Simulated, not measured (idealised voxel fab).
Herein follows the process module entitled voxel local oxidation.
Section shown: cut. Width: 230 nm. Cell size: 5 nm, square.
Just so we're on the same page, the cross-sections are grids of square cells, and they're listed out in bands top to bottom, each band one or more rows deep.
Heads up on the band format: heights come first, top then bottom, in nm. After that it's the materials left to right, each with its width in nm. A single material flagged "throughout" fills the whole band edge to edge, and "empty" means there's empty space there.
Heads up on the height convention: 0 is the point under which the incoming wafer is all one material, and the lowest band has no bottom, it just keeps going down, like "z 0 and below".
A two-number width, for instance "30..40", indicates that the width is equal to the first number in the top row of the band and to the second number in the bottom row, and that it changes by a constant amount per row of cells.
"no alteration" (step): cross-section cells unchanged, all of them.
"Sealed cavities" specifies each empty space that is not open to the top and that occupies no fewer than 8 cells, using the form width x height at distance, the distance measured from the left edge and all three quantities in nm.
On each step's line, the part that comes after the settings is the simulator's own comment on the step.
overlay nm, on a step with a mask: how far to the right of its planned place the mask lay; to the left if negative
# These are the steps we planned for the process
1 RECEIVE with material Si
2 CONFORMAL_DEP with material SiO2, thk nm 5
3 CONFORMAL_DEP with material SiN, thk nm 15
4 PATTERN with tone cover, mask id ACTIVE, material resist, width nm 90, thk nm 15, overlay nm 0
5 DIRECTIONAL_ETCH with etch materials SiN, depth nm 15
6 STRIP with etch materials resist
7 SELECTIVE_ETCH with etch materials SiO2, depth nm 5
8 OXIDIZE with depth nm 10
9 STRIP with etch materials SiN
# Incoming wafer in cross-section (state: after step 1)
- z 0 and below | Si throughout
- Sealed cavities: none
# Figure: cross-sectional view of the wafer upon completion of the module, processed from the initial state and according to the plan depicted above, with one error introduced during execution
- z 0 to -10 | SiO2=80  Si=70  SiO2=80
- z -10 and below | Si throughout
- Sealed cavities: none
Misprocessing identified: the plan's step 2 was left out and never carried out
